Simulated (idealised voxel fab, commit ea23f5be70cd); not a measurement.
Name of the process module below: voxel air gaps
Square cell edge 5 nm, section width 220 nm, ID cut.
This document writes a cross-section as a grid whose cells are square, and gives it as bands, listed from the top down; one or more rows of cells form a band.
Each band's line starts with the height of the band's top and of its bottom, in nm. Then come its materials from left to right, each with its width in nm. One material with "throughout" fills the band from edge to edge. "air" is empty space.
Heights are reckoned from 0. Under this level, the received wafer is all of one material. The bottommost band is open-ended downward, for example "z 0 and below".
Think of "30 to 40" as a width that walks from the first number to the second as you go down the band, top row to bottom row, taking equal-sized steps from row to row.
When a step is marked "nothing changed", none of the cells in the cross-section changed during that step.
Reported under the label "Closed cavities" are the empty spaces having no open way to the top and comprising 8 cells or more; the notation for each is width x height at distance, in which the distance is measured from the left edge and all three values are in nm.
Read whatever lies past the settings on a step's line as the simulator's own remark about the step.
The "overlay nm" setting may appear on a step's line; for a step that uses a mask, it gives how far to the right of its planned position the mask lay, and a negative value indicates the left.
The remainder of this document consists of a sequence of paired cross-sections. Each pair presents the cross-section prior to one process step together with the cross-section following it, the latter being rendered only as deep as the lowest band that underwent change. The intervening step, together with its settings, is stated beneath each pair. Because the pairs may originate from different runs of this module on the same starting wafer, a given pair is to be read as continuing from the preceding pair only where its entry headed "Incoming structure" so indicates.

Incoming structure:
z 0 and below: Si throughout
Closed cavities: none

State After Step:
z 10 to 0: SiO2 throughout
Below 0, no change.
Closed cavities: none
Quick note on the step between the two cross-sections above: CONFORMAL_DEP, material SiO2, thk nm 10

Incoming structure: check the pair just above; its after cross-section is our before state.

State After Step:
z 15 to 10: SiN throughout
Below 10, no change.
Closed cavities: none
Quick note on the step between the two cross-sections above: CONFORMAL_DEP, material SiN, thk nm 5

Incoming structure: check the pair just above; its after cross-section is our before state.

State After Step:
z 55 to 15: SiO2 throughout
Below 15, no change.
Closed cavities: none
Quick note on the step between the two cross-sections above: DIRECTIONAL_DEP, material SiO2, thk nm 40

Incoming structure: check the pair just above; its after cross-section is our before state.

State After Step:
z 55 to 15: 60 nm SiO2, then 15 nm air, then 25 nm SiO2, then 15 nm air, then 25 nm SiO2, then 15 nm air, then 65 nm SiO2
Below 15, no change.
Closed cavities: none
Quick note on the step between the two cross-sections above: MASKED_ETCH, tone open, mask id LINES, width nm 15, pitch nm 40, etch materials SiO2, depth nm 40, overlay nm 0

Incoming structure: check the pair just above; its after cross-section is our before state.

State After Step:
z 60 to 55: 65 nm TiN, then 5 nm air, then 35 nm TiN, then 5 nm air, then 35 nm TiN, then 5 nm air, then 70 nm TiN
z 55 to 20: 60 nm SiO2, then 5 nm TiN, then 5 nm air, then 5 nm TiN, then 25 nm SiO2, then 5 nm TiN, then 5 nm air, then 5 nm TiN, then 25 nm SiO2, then 5 nm TiN, then 5 nm air, then 5 nm TiN, then 65 nm SiO2
z 20 to 15: 60 nm SiO2, then 15 nm TiN, then 25 nm SiO2, then 15 nm TiN, then 25 nm SiO2, then 15 nm TiN, then 65 nm SiO2
Below 15, no change.
Closed cavities: none
Quick note on the step between the two cross-sections above: CONFORMAL_DEP, material TiN, thk nm 5

Incoming structure: check the pair just above; its after cross-section is our before state.

State After Step:
z 65 to 60: Ru throughout
z 60 to 55: 65 nm TiN, then 5 nm Ru, then 35 nm TiN, then 5 nm Ru, then 35 nm TiN, then 5 nm Ru, then 70 nm TiN
z 55 to 20: 60 nm SiO2, then 5 nm TiN, then 5 nm Ru, then 5 nm TiN, then 25 nm SiO2, then 5 nm TiN, then 5 nm Ru, then 5 nm TiN, then 25 nm SiO2, then 5 nm TiN, then 5 nm Ru, then 5 nm TiN, then 65 nm SiO2
Below 20, no change.
Closed cavities: none
Quick note on the step between the two cross-sections above: FILL_DEP, material Ru, thk nm 5

Incoming structure: check the pair just above; its after cross-section is our before state.

State After Step:
z 55 to 20: 60 nm SiO2, then 5 nm TiN, then 5 nm Ru, then 5 nm TiN, then 25 nm SiO2, then 5 nm TiN, then 5 nm Ru, then 5 nm TiN, then 25 nm SiO2, then 5 nm TiN, then 5 nm Ru, then 5 nm TiN, then 65 nm SiO2
Below 20, no change.
Closed cavities: none
Quick note on the step between the two cross-sections above: CMP, height nm 55

Incoming structure: check the pair just above; its after cross-section is our before state.

State After Step:
z 65 to 55: 50 nm air, then 35 nm Ru, then 5 nm air, then 35 nm Ru, then 5 nm air, then 35 nm Ru, then 55 nm air
Below 55, no change.
Closed cavities: none
Quick note on the step between the two cross-sections above: EPI, material Ru, thk nm 10

Incoming structure: check the pair just above; its after cross-section is our before state.

State After Step:
z 65 to 55: 50 nm air, then 35 nm Ru, then 5 nm air, then 35 nm Ru, then 5 nm air, then 35 nm Ru, then 55 nm air
z 55 to 20: 60 nm air, then 5 nm TiN, then 5 nm Ru, then 5 nm TiN, then 25 nm air, then 5 nm TiN, then 5 nm Ru, then 5 nm TiN, then 25 nm air, then 5 nm TiN, then 5 nm Ru, then 5 nm TiN, then 65 nm air
z 20 to 15: 60 nm air, then 15 nm TiN, then 25 nm air, then 15 nm TiN, then 25 nm air, then 15 nm TiN, then 65 nm air
Below 15, no change.
Closed cavities: none
Quick note on the step between the two cross-sections above: SELECTIVE_ETCH, etch materials SiO2, depth nm 50

Incoming structure: check the pair just above; its after cross-section is our before state.

State After Step:
z 70 to 65: 45 nm air, then 125 nm SiCN, then 50 nm air
z 65 to 55: 45 nm air, then 5 nm SiCN, then 35 nm Ru, then 5 nm SiCN, then 35 nm Ru, then 5 nm SiCN, then 35 nm Ru, then 5 nm SiCN, then 50 nm air
z 55 to 50: 45 nm air, then 15 nm SiCN, then 5 nm TiN, then 5 nm Ru, then 5 nm TiN, then 25 nm SiCN, then 5 nm TiN, then 5 nm Ru, then 5 nm TiN, then 25 nm SiCN, then 5 nm TiN, then 5 nm Ru, then 5 nm TiN, then 15 nm SiCN, then 50 nm air
z 50 to 20: 55 nm air, then 5 nm SiCN, then 5 nm TiN, then 5 nm Ru, then 5 nm TiN, then 5 nm SiCN, then 15 nm air, then 5 nm SiCN, then 5 nm TiN, then 5 nm Ru, then 5 nm TiN, then 5 nm SiCN, then 15 nm air, then 5 nm SiCN, then 5 nm TiN, then 5 nm Ru, then 5 nm TiN, then 5 nm SiCN, then 60 nm air
z 20 to 15: 60 nm SiCN, then 15 nm TiN, then 25 nm SiCN, then 15 nm TiN, then 25 nm SiCN, then 15 nm TiN, then 65 nm SiCN
Below 15, no change.
Closed cavities: 15 x 30 at 80; 15 x 30 at 120
Quick note on the step between the two cross-sections above: CONFORMAL_DEP, material SiCN, thk nm 5

Incoming structure:
z 10 to 0: SiO2 throughout
z 0 and below: Si throughout
Closed cavities: none

State After Step:
z 50 to 0: SiO2 throughout
Below 0, no change.
Closed cavities: none
Quick note on the step between the two cross-sections above: DIRECTIONAL_DEP, material SiO2, thk nm 40

Incoming structure: check the pair just above; its after cross-section is our before state.

State After Step:
z 50 to 10: 60 nm SiO2, then 15 nm air, then 25 nm SiO2, then 15 nm air, then 25 nm SiO2, then 15 nm air, then 65 nm SiO2
Below 10, no change.
Closed cavities: none
Quick note on the step between the two cross-sections above: MASKED_ETCH, tone open, mask id LINES, width nm 15, pitch nm 40, etch materials SiO2, depth nm 40, overlay nm 0

Incoming structure: check the pair just above; its after cross-section is our before state.

State After Step:
z 55 to 50: 65 nm TiN, then 5 nm air, then 35 nm TiN, then 5 nm air, then 35 nm TiN, then 5 nm air, then 70 nm TiN
z 50 to 15: 60 nm SiO2, then 5 nm TiN, then 5 nm air, then 5 nm TiN, then 25 nm SiO2, then 5 nm TiN, then 5 nm air, then 5 nm TiN, then 25 nm SiO2, then 5 nm TiN, then 5 nm air, then 5 nm TiN, then 65 nm SiO2
z 15 to 10: 60 nm SiO2, then 15 nm TiN, then 25 nm SiO2, then 15 nm TiN, then 25 nm SiO2, then 15 nm TiN, then 65 nm SiO2
Below 10, no change.
Closed cavities: none
Quick note on the step between the two cross-sections above: CONFORMAL_DEP, material TiN, thk nm 5

Incoming structure: check the pair just above; its after cross-section is our before state.

State After Step:
z 60 to 55: Ru throughout
z 55 to 50: 65 nm TiN, then 5 nm Ru, then 35 nm TiN, then 5 nm Ru, then 35 nm TiN, then 5 nm Ru, then 70 nm TiN
z 50 to 15: 60 nm SiO2, then 5 nm TiN, then 5 nm Ru, then 5 nm TiN, then 25 nm SiO2, then 5 nm TiN, then 5 nm Ru, then 5 nm TiN, then 25 nm SiO2, then 5 nm TiN, then 5 nm Ru, then 5 nm TiN, then 65 nm SiO2
Below 15, no change.
Closed cavities: none
Quick note on the step between the two cross-sections above: FILL_DEP, material Ru, thk nm 5

Incoming structure: check the pair just above; its after cross-section is our before state.

State After Step:
z 55 to 50: 65 nm TiN, then 5 nm Ru, then 35 nm TiN, then 5 nm Ru, then 35 nm TiN, then 5 nm Ru, then 70 nm TiN
Below 50, no change.
Closed cavities: none
Quick note on the step between the two cross-sections above: CMP, height nm 55

Incoming structure: check the pair just above; its after cross-section is our before state.

State After Step:
z 65 to 55: Ru throughout
Below 55, no change.
Closed cavities: none
Quick note on the step between the two cross-sections above: EPI, material Ru, thk nm 10

Incoming structure: check the pair just above; its after cross-section is our before state.

State After Step:
z 70 to 65: SiCN throughout
Below 65, no change.
Closed cavities: none
Quick note on the step between the two cross-sections above: CONFORMAL_DEP, material SiCN, thk nm 5

Incoming structure:
z 65 to 55: 50 nm air, then 35 nm Ru, then 5 nm air, then 35 nm Ru, then 5 nm air, then 35 nm Ru, then 55 nm air
z 55 to 20: 60 nm SiO2, then 5 nm TiN, then 5 nm Ru, then 5 nm TiN, then 25 nm SiO2, then 5 nm TiN, then 5 nm Ru, then 5 nm TiN, then 25 nm SiO2, then 5 nm TiN, then 5 nm Ru, then 5 nm TiN, then 65 nm SiO2
z 20 to 15: 60 nm SiO2, then 15 nm TiN, then 25 nm SiO2, then 15 nm TiN, then 25 nm SiO2, then 15 nm TiN, then 65 nm SiO2
z 15 to 10: SiN throughout
z 10 to 0: SiO2 throughout
z 0 and below: Si throughout
Closed cavities: none

State After Step:
z 75 to 55: 40 nm air, then 135 nm Ru, then 45 nm air
Below 55, no change.
Closed cavities: none
Quick note on the step between the two cross-sections above: EPI, material Ru, thk nm 10

Incoming structure: check the pair just above; its after cross-section is our before state.

State After Step:
z 75 to 55: 40 nm air, then 135 nm Ru, then 45 nm air
z 55 to 20: 60 nm air, then 5 nm TiN, then 5 nm Ru, then 5 nm TiN, then 25 nm SiO2, then 5 nm TiN, then 5 nm Ru, then 5 nm TiN, then 25 nm SiO2, then 5 nm TiN, then 5 nm Ru, then 5 nm TiN, then 65 nm air
z 20 to 15: 60 nm air, then 15 nm TiN, then 25 nm SiO2, then 15 nm TiN, then 25 nm SiO2, then 15 nm TiN, then 65 nm air
Below 15, no change.
Closed cavities: none
Quick note on the step between the two cross-sections above: SELECTIVE_ETCH, etch materials SiO2, depth nm 50

Incoming structure: check the pair just above; its after cross-section is our before state.

State After Step:
z 80 to 75: 35 nm air, then 145 nm SiCN, then 40 nm air
z 75 to 55: 35 nm air, then 5 nm SiCN, then 135 nm Ru, then 5 nm SiCN, then 40 nm air
z 55 to 50: 35 nm air, then 25 nm SiCN, then 5 nm TiN, then 5 nm Ru, then 5 nm TiN, then 25 nm SiO2, then 5 nm TiN, then 5 nm Ru, then 5 nm TiN, then 25 nm SiO2, then 5 nm TiN, then 5 nm Ru, then 5 nm TiN, then 25 nm SiCN, then 40 nm air
z 50 to 20: 55 nm air, then 5 nm SiCN, then 5 nm TiN, then 5 nm Ru, then 5 nm TiN, then 25 nm SiO2, then 5 nm TiN, then 5 nm Ru, then 5 nm TiN, then 25 nm SiO2, then 5 nm TiN, then 5 nm Ru, then 5 nm TiN, then 5 nm SiCN, then 60 nm air
z 20 to 15: 60 nm SiCN, then 15 nm TiN, then 25 nm SiO2, then 15 nm TiN, then 25 nm SiO2, then 15 nm TiN, then 65 nm SiCN
Below 15, no change.
Closed cavities: none
Quick note on the step between the two cross-sections above: CONFORMAL_DEP, material SiCN, thk nm 5

Incoming structure:
z 55 to 20: 60 nm SiO2, then 5 nm TiN, then 5 nm Ru, then 5 nm TiN, then 25 nm SiO2, then 5 nm TiN, then 5 nm Ru, then 5 nm TiN, then 25 nm SiO2, then 5 nm TiN, then 5 nm Ru, then 5 nm TiN, then 65 nm SiO2
z 20 to 15: 60 nm SiO2, then 15 nm TiN, then 25 nm SiO2, then 15 nm TiN, then 25 nm SiO2, then 15 nm TiN, then 65 nm SiO2
z 15 to 10: SiN throughout
z 10 to 0: SiO2 throughout
z 0 and below: Si throughout
Closed cavities: none

State After Step:
z 55 to 20: 60 nm air, then 5 nm TiN, then 5 nm Ru, then 5 nm TiN, then 25 nm air, then 5 nm TiN, then 5 nm Ru, then 5 nm TiN, then 25 nm air, then 5 nm TiN, then 5 nm Ru, then 5 nm TiN, then 65 nm air
z 20 to 15: 60 nm air, then 15 nm TiN, then 25 nm air, then 15 nm TiN, then 25 nm air, then 15 nm TiN, then 65 nm air
Below 15, no change.
Closed cavities: none
Quick note on the step between the two cross-sections above: SELECTIVE_ETCH, etch materials SiO2, depth nm 50

Incoming structure: check the pair just above; its after cross-section is our before state.

State After Step:
z 65 to 55: 50 nm air, then 35 nm Ru, then 5 nm air, then 35 nm Ru, then 5 nm air, then 35 nm Ru, then 55 nm air
z 55 to 20: 50 nm air, then 10 nm Ru, then 5 nm TiN, then 5 nm Ru, then 5 nm TiN, then 10 nm Ru, then 5 nm air, then 10 nm Ru, then 5 nm TiN, then 5 nm Ru, then 5 nm TiN, then 10 nm Ru, then 5 nm air, then 10 nm Ru, then 5 nm TiN, then 5 nm Ru, then 5 nm TiN, then 10 nm Ru, then 55 nm air
z 20 to 15: 50 nm air, then 10 nm Ru, then 15 nm TiN, then 10 nm Ru, then 5 nm air, then 10 nm Ru, then 15 nm TiN, then 10 nm Ru, then 5 nm air, then 10 nm Ru, then 15 nm TiN, then 10 nm Ru, then 55 nm air
Below 15, no change.
Closed cavities: none
Quick note on the step between the two cross-sections above: EPI, material Ru, thk nm 10

Incoming structure: check the pair just above; its after cross-section is our before state.

State After Step:
z 70 to 65: 45 nm air, then 125 nm SiCN, then 50 nm air
z 65 to 55: 45 nm air, then 5 nm SiCN, then 35 nm Ru, then 5 nm SiCN, then 35 nm Ru, then 5 nm SiCN, then 35 nm Ru, then 5 nm SiCN, then 50 nm air
z 55 to 20: 45 nm air, then 5 nm SiCN, then 10 nm Ru, then 5 nm TiN, then 5 nm Ru, then 5 nm TiN, then 10 nm Ru, then 5 nm SiCN, then 10 nm Ru, then 5 nm TiN, then 5 nm Ru, then 5 nm TiN, then 10 nm Ru, then 5 nm SiCN, then 10 nm Ru, then 5 nm TiN, then 5 nm Ru, then 5 nm TiN, then 10 nm Ru, then 5 nm SiCN, then 50 nm air
z 20 to 15: 50 nm SiCN, then 10 nm Ru, then 15 nm TiN, then 10 nm Ru, then 5 nm SiCN, then 10 nm Ru, then 15 nm TiN, then 10 nm Ru, then 5 nm SiCN, then 10 nm Ru, then 15 nm TiN, then 10 nm Ru, then 55 nm SiCN
Below 15, no change.
Closed cavities: none
Quick note on the step between the two cross-sections above: CONFORMAL_DEP, material SiCN, thk nm 5

Incoming structure:
z 15 to 10: SiN throughout
z 10 to 0: SiO2 throughout
z 0 and below: Si throughout
Closed cavities: none

State After Step:
z 50 to 15: SiO2 throughout
Below 15, no change.
Closed cavities: none
Quick note on the step between the two cross-sections above: DIRECTIONAL_DEP, material SiO2, thk nm 35

Incoming structure: check the pair just above; its after cross-section is our before state.

State After Step:
z 50 to 15: 60 nm SiO2, then 15 nm air, then 25 nm SiO2, then 15 nm air, then 25 nm SiO2, then 15 nm air, then 65 nm SiO2
Below 15, no change.
Closed cavities: none
Quick note on the step between the two cross-sections above: MASKED_ETCH, tone open, mask id LINES, width nm 15, pitch nm 40, etch materials SiO2, depth nm 40, overlay nm 0

Incoming structure: check the pair just above; its after cross-section is our before state.

State After Step:
z 55 to 50: 65 nm TiN, then 5 nm air, then 35 nm TiN, then 5 nm air, then 35 nm TiN, then 5 nm air, then 70 nm TiN
z 50 to 20: 60 nm SiO2, then 5 nm TiN, then 5 nm air, then 5 nm TiN, then 25 nm SiO2, then 5 nm TiN, then 5 nm air, then 5 nm TiN, then 25 nm SiO2, then 5 nm TiN, then 5 nm air, then 5 nm TiN, then 65 nm SiO2
z 20 to 15: 60 nm SiO2, then 15 nm TiN, then 25 nm SiO2, then 15 nm TiN, then 25 nm SiO2, then 15 nm TiN, then 65 nm SiO2
Below 15, no change.
Closed cavities: none
Quick note on the step between the two cross-sections above: CONFORMAL_DEP, material TiN, thk nm 5

Incoming structure: check the pair just above; its after cross-section is our before state.

State After Step:
z 60 to 55: Ru throughout
z 55 to 50: 65 nm TiN, then 5 nm Ru, then 35 nm TiN, then 5 nm Ru, then 35 nm TiN, then 5 nm Ru, then 70 nm TiN
z 50 to 20: 60 nm SiO2, then 5 nm TiN, then 5 nm Ru, then 5 nm TiN, then 25 nm SiO2, then 5 nm TiN, then 5 nm Ru, then 5 nm TiN, then 25 nm SiO2, then 5 nm TiN, then 5 nm Ru, then 5 nm TiN, then 65 nm SiO2
Below 20, no change.
Closed cavities: none
Quick note on the step between the two cross-sections above: FILL_DEP, material Ru, thk nm 5

Incoming structure: check the pair just above; its after cross-section is our before state.

State After Step:
z 55 to 50: 65 nm TiN, then 5 nm Ru, then 35 nm TiN, then 5 nm Ru, then 35 nm TiN, then 5 nm Ru, then 70 nm TiN
Below 50, no change.
Closed cavities: none
Quick note on the step between the two cross-sections above: CMP, height nm 55

Incoming structure: check the pair just above; its after cross-section is our before state.

State After Step:
z 65 to 55: Ru throughout
Below 55, no change.
Closed cavities: none
Quick note on the step between the two cross-sections above: EPI, material Ru, thk nm 10

Incoming structure: check the pair just above; its after cross-section is our before state.

State After Step:
z 70 to 65: SiCN throughout
Below 65, no change.
Closed cavities: none
Quick note on the step between the two cross-sections above: CONFORMAL_DEP, material SiCN, thk nm 5

Incoming structure:
z 55 to 15: SiO2 throughout
z 15 to 10: SiN throughout
z 10 to 0: SiO2 throughout
z 0 and below: Si throughout
Closed cavities: none

State After Step:
z 55 to 15: 55 nm SiO2, then 25 nm air, then 15 nm SiO2, then 25 nm air, then 15 nm SiO2, then 25 nm air, then 60 nm SiO2
Below 15, no change.
Closed cavities: none
Quick note on the step between the two cross-sections above: MASKED_ETCH, tone open, mask id LINES, width nm 25, pitch nm 40, etch materials SiO2, depth nm 40, overlay nm 0

Incoming structure: check the pair just above; its after cross-section is our before state.

State After Step:
z 60 to 55: 60 nm TiN, then 15 nm air, then 25 nm TiN, then 15 nm air, then 25 nm TiN, then 15 nm air, then 65 nm TiN
z 55 to 20: 55 nm SiO2, then 5 nm TiN, then 15 nm air, then 5 nm TiN, then 15 nm SiO2, then 5 nm TiN, then 15 nm air, then 5 nm TiN, then 15 nm SiO2, then 5 nm TiN, then 15 nm air, then 5 nm TiN, then 60 nm SiO2
z 20 to 15: 55 nm SiO2, then 25 nm TiN, then 15 nm SiO2, then 25 nm TiN, then 15 nm SiO2, then 25 nm TiN, then 60 nm SiO2
Below 15, no change.
Closed cavities: none
Quick note on the step between the two cross-sections above: CONFORMAL_DEP, material TiN, thk nm 5

Incoming structure: check the pair just above; its after cross-section is our before state.

State After Step:
z 65 to 60: Ru throughout
z 60 to 55: 60 nm TiN, then 15 nm Ru, then 25 nm TiN, then 15 nm Ru, then 25 nm TiN, then 15 nm Ru, then 65 nm TiN
z 55 to 20: 55 nm SiO2, then 5 nm TiN, then 15 nm Ru, then 5 nm TiN, then 15 nm SiO2, then 5 nm TiN, then 15 nm Ru, then 5 nm TiN, then 15 nm SiO2, then 5 nm TiN, then 15 nm Ru, then 5 nm TiN, then 60 nm SiO2
Below 20, no change.
Closed cavities: none
Quick note on the step between the two cross-sections above: FILL_DEP, material Ru, thk nm 5

Incoming structure: check the pair just above; its after cross-section is our before state.

State After Step:
z 55 to 20: 55 nm SiO2, then 5 nm TiN, then 15 nm Ru, then 5 nm TiN, then 15 nm SiO2, then 5 nm TiN, then 15 nm Ru, then 5 nm TiN, then 15 nm SiO2, then 5 nm TiN, then 15 nm Ru, then 5 nm TiN, then 60 nm SiO2
Below 20, no change.
Closed cavities: none
Quick note on the step between the two cross-sections above: CMP, height nm 55

Incoming structure: check the pair just above; its after cross-section is our before state.

State After Step:
z 65 to 55: 45 nm air, then 125 nm Ru, then 50 nm air
Below 55, no change.
Closed cavities: none
Quick note on the step between the two cross-sections above: EPI, material Ru, thk nm 10

Incoming structure: check the pair just above; its after cross-section is our before state.

State After Step:
z 65 to 55: 45 nm air, then 125 nm Ru, then 50 nm air
z 55 to 20: 55 nm air, then 5 nm TiN, then 15 nm Ru, then 5 nm TiN, then 15 nm SiO2, then 5 nm TiN, then 15 nm Ru, then 5 nm TiN, then 15 nm SiO2, then 5 nm TiN, then 15 nm Ru, then 5 nm TiN, then 60 nm air
z 20 to 15: 55 nm air, then 25 nm TiN, then 15 nm SiO2, then 25 nm TiN, then 15 nm SiO2, then 25 nm TiN, then 60 nm air
Below 15, no change.
Closed cavities: none
Quick note on the step between the two cross-sections above: SELECTIVE_ETCH, etch materials SiO2, depth nm 50

Incoming structure: check the pair just above; its after cross-section is our before state.

State After Step:
z 70 to 65: 40 nm air, then 135 nm SiCN, then 45 nm air
z 65 to 55: 40 nm air, then 5 nm SiCN, then 125 nm Ru, then 5 nm SiCN, then 45 nm air
z 55 to 50: 40 nm air, then 15 nm SiCN, then 5 nm TiN, then 15 nm Ru, then 5 nm TiN, then 15 nm SiO2, then 5 nm TiN, then 15 nm Ru, then 5 nm TiN, then 15 nm SiO2, then 5 nm TiN, then 15 nm Ru, then 5 nm TiN, then 15 nm SiCN, then 45 nm air
z 50 to 20: 50 nm air, then 5 nm SiCN, then 5 nm TiN, then 15 nm Ru, then 5 nm TiN, then 15 nm SiO2, then 5 nm TiN, then 15 nm Ru, then 5 nm TiN, then 15 nm SiO2, then 5 nm TiN, then 15 nm Ru, then 5 nm TiN, then 5 nm SiCN, then 55 nm air
z 20 to 15: 55 nm SiCN, then 25 nm TiN, then 15 nm SiO2, then 25 nm TiN, then 15 nm SiO2, then 25 nm TiN, then 60 nm SiCN
Below 15, no change.
Closed cavities: none
Quick note on the step between the two cross-sections above: CONFORMAL_DEP, material SiCN, thk nm 5

Incoming structure:
z 55 to 15: SiO2 throughout
z 15 to 10: SiN throughout
z 10 to 0: SiO2 throughout
z 0 and below: Si throughout
Closed cavities: none

State After Step:
z 55 to 15: 70 nm SiO2, then 15 nm air, then 25 nm SiO2, then 15 nm air, then 25 nm SiO2, then 15 nm air, then 55 nm SiO2
Below 15, no change.
Closed cavities: none
Quick note on the step between the two cross-sections above: MASKED_ETCH, tone open, mask id LINES, width nm 15, pitch nm 40, etch materials SiO2, depth nm 40, overlay nm 10

Incoming structure: check the pair just above; its after cross-section is our before state.

State After Step:
z 60 to 55: 75 nm TiN, then 5 nm air, then 35 nm TiN, then 5 nm air, then 35 nm TiN, then 5 nm air, then 60 nm TiN
z 55 to 20: 70 nm SiO2, then 5 nm TiN, then 5 nm air, then 5 nm TiN, then 25 nm SiO2, then 5 nm TiN, then 5 nm air, then 5 nm TiN, then 25 nm SiO2, then 5 nm TiN, then 5 nm air, then 5 nm TiN, then 55 nm SiO2
z 20 to 15: 70 nm SiO2, then 15 nm TiN, then 25 nm SiO2, then 15 nm TiN, then 25 nm SiO2, then 15 nm TiN, then 55 nm SiO2
Below 15, no change.
Closed cavities: none
Quick note on the step between the two cross-sections above: CONFORMAL_DEP, material TiN, thk nm 5

Incoming structure: check the pair just above; its after cross-section is our before state.

State After Step:
z 65 to 60: Ru throughout
z 60 to 55: 75 nm TiN, then 5 nm Ru, then 35 nm TiN, then 5 nm Ru, then 35 nm TiN, then 5 nm Ru, then 60 nm TiN
z 55 to 20: 70 nm SiO2, then 5 nm TiN, then 5 nm Ru, then 5 nm TiN, then 25 nm SiO2, then 5 nm TiN, then 5 nm Ru, then 5 nm TiN, then 25 nm SiO2, then 5 nm TiN, then 5 nm Ru, then 5 nm TiN, then 55 nm SiO2
Below 20, no change.
Closed cavities: none
Quick note on the step between the two cross-sections above: FILL_DEP, material Ru, thk nm 5

Incoming structure: check the pair just above; its after cross-section is our before state.

State After Step:
z 55 to 20: 70 nm SiO2, then 5 nm TiN, then 5 nm Ru, then 5 nm TiN, then 25 nm SiO2, then 5 nm TiN, then 5 nm Ru, then 5 nm TiN, then 25 nm SiO2, then 5 nm TiN, then 5 nm Ru, then 5 nm TiN, then 55 nm SiO2
Below 20, no change.
Closed cavities: none
Quick note on the step between the two cross-sections above: CMP, height nm 55

Incoming structure: check the pair just above; its after cross-section is our before state.

State After Step:
z 65 to 55: 60 nm air, then 35 nm Ru, then 5 nm air, then 35 nm Ru, then 5 nm air, then 35 nm Ru, then 45 nm air
Below 55, no change.
Closed cavities: none
Quick note on the step between the two cross-sections above: EPI, material Ru, thk nm 10

Incoming structure: check the pair just above; its after cross-section is our before state.

State After Step:
z 65 to 55: 60 nm air, then 35 nm Ru, then 5 nm air, then 35 nm Ru, then 5 nm air, then 35 nm Ru, then 45 nm air
z 55 to 20: 70 nm air, then 5 nm TiN, then 5 nm Ru, then 5 nm TiN, then 25 nm air, then 5 nm TiN, then 5 nm Ru, then 5 nm TiN, then 25 nm air, then 5 nm TiN, then 5 nm Ru, then 5 nm TiN, then 55 nm air
z 20 to 15: 70 nm air, then 15 nm TiN, then 25 nm air, then 15 nm TiN, then 25 nm air, then 15 nm TiN, then 55 nm air
Below 15, no change.
Closed cavities: none
Quick note on the step between the two cross-sections above: SELECTIVE_ETCH, etch materials SiO2, depth nm 50

Incoming structure: check the pair just above; its after cross-section is our before state.

State After Step:
z 70 to 65: 55 nm air, then 125 nm SiCN, then 40 nm air
z 65 to 55: 55 nm air, then 5 nm SiCN, then 35 nm Ru, then 5 nm SiCN, then 35 nm Ru, then 5 nm SiCN, then 35 nm Ru, then 5 nm SiCN, then 40 nm air
z 55 to 50: 55 nm air, then 15 nm SiCN, then 5 nm TiN, then 5 nm Ru, then 5 nm TiN, then 25 nm SiCN, then 5 nm TiN, then 5 nm Ru, then 5 nm TiN, then 25 nm SiCN, then 5 nm TiN, then 5 nm Ru, then 5 nm TiN, then 15 nm SiCN, then 40 nm air
z 50 to 20: 65 nm air, then 5 nm SiCN, then 5 nm TiN, then 5 nm Ru, then 5 nm TiN, then 5 nm SiCN, then 15 nm air, then 5 nm SiCN, then 5 nm TiN, then 5 nm Ru, then 5 nm TiN, then 5 nm SiCN, then 15 nm air, then 5 nm SiCN, then 5 nm TiN, then 5 nm Ru, then 5 nm TiN, then 5 nm SiCN, then 50 nm air
z 20 to 15: 70 nm SiCN, then 15 nm TiN, then 25 nm SiCN, then 15 nm TiN, then 25 nm SiCN, then 15 nm TiN, then 55 nm SiCN
Below 15, no change.
Closed cavities: 15 x 30 at 90; 15 x 30 at 130
Quick note on the step between the two cross-sections above: CONFORMAL_DEP, material SiCN, thk nm 5

Incoming structure:
z 15 to 10: SiN throughout
z 10 to 0: SiO2 throughout
z 0 and below: Si throughout
Closed cavities: none

State After Step:
z 55 to 15: Ru throughout
Below 15, no change.
Closed cavities: none
Quick note on the step between the two cross-sections above: DIRECTIONAL_DEP, material Ru, thk nm 40

Incoming structure: check the pair just above; its after cross-section is our before state.

State After Step:
z 60 to 55: TiN throughout
Below 55, no change.
Closed cavities: none
Quick note on the step between the two cross-sections above: CONFORMAL_DEP, material TiN, thk nm 5

Incoming structure: check the pair just above; its after cross-section is our before state.

State After Step:
z 65 to 60: Ru throughout
Below 60, no change.
Closed cavities: none
Quick note on the step between the two cross-sections above: FILL_DEP, material Ru, thk nm 5

Incoming structure: check the pair just above; its after cross-section is our before state.

State After Step:
z 55 to 15: Ru throughout
Below 15, no change.
Closed cavities: none
Quick note on the step between the two cross-sections above: CMP, height nm 55

Incoming structure: check the pair just above; its after cross-section is our before state.

State After Step:
z 65 to 15: Ru throughout
Below 15, no change.
Closed cavities: none
Quick note on the step between the two cross-sections above: EPI, material Ru, thk nm 10

Incoming structure: check the pair just above; its after cross-section is our before state.

State After Step:
z 70 to 65: SiCN throughout
Below 65, no change.
Closed cavities: none
Quick note on the step between the two cross-sections above: CONFORMAL_DEP, material SiCN, thk nm 5

Incoming structure:
z 55 to 15: SiO2 throughout
z 15 to 10: SiN throughout
z 10 to 0: SiO2 throughout
z 0 and below: Si throughout
Closed cavities: none

State After Step:
z 55 to 15: 60 nm air, then 15 nm SiO2, then 25 nm air, then 15 nm SiO2, then 25 nm air, then 15 nm SiO2, then 65 nm air
Below 15, no change.
Closed cavities: none
Quick note on the step between the two cross-sections above: MASKED_ETCH, tone cover, mask id LINES, width nm 15, pitch nm 40, etch materials SiO2, depth nm 40, overlay nm 0

Incoming structure: check the pair just above; its after cross-section is our before state.

State After Step:
z 60 to 55: 55 nm air, then 25 nm TiN, then 15 nm air, then 25 nm TiN, then 15 nm air, then 25 nm TiN, then 60 nm air
z 55 to 20: 55 nm air, then 5 nm TiN, then 15 nm SiO2, then 5 nm TiN, then 15 nm air, then 5 nm TiN, then 15 nm SiO2, then 5 nm TiN, then 15 nm air, then 5 nm TiN, then 15 nm SiO2, then 5 nm TiN, then 60 nm air
z 20 to 15: 60 nm TiN, then 15 nm SiO2, then 25 nm TiN, then 15 nm SiO2, then 25 nm TiN, then 15 nm SiO2, then 65 nm TiN
Below 15, no change.
Closed cavities: none
Quick note on the step between the two cross-sections above: CONFORMAL_DEP, material TiN, thk nm 5

Incoming structure: check the pair just above; its after cross-section is our before state.

State After Step:
z 65 to 60: Ru throughout
z 60 to 55: 55 nm Ru, then 25 nm TiN, then 15 nm Ru, then 25 nm TiN, then 15 nm Ru, then 25 nm TiN, then 60 nm Ru
z 55 to 20: 55 nm Ru, then 5 nm TiN, then 15 nm SiO2, then 5 nm TiN, then 15 nm Ru, then 5 nm TiN, then 15 nm SiO2, then 5 nm TiN, then 15 nm Ru, then 5 nm TiN, then 15 nm SiO2, then 5 nm TiN, then 60 nm Ru
Below 20, no change.
Closed cavities: none
Quick note on the step between the two cross-sections above: FILL_DEP, material Ru, thk nm 5
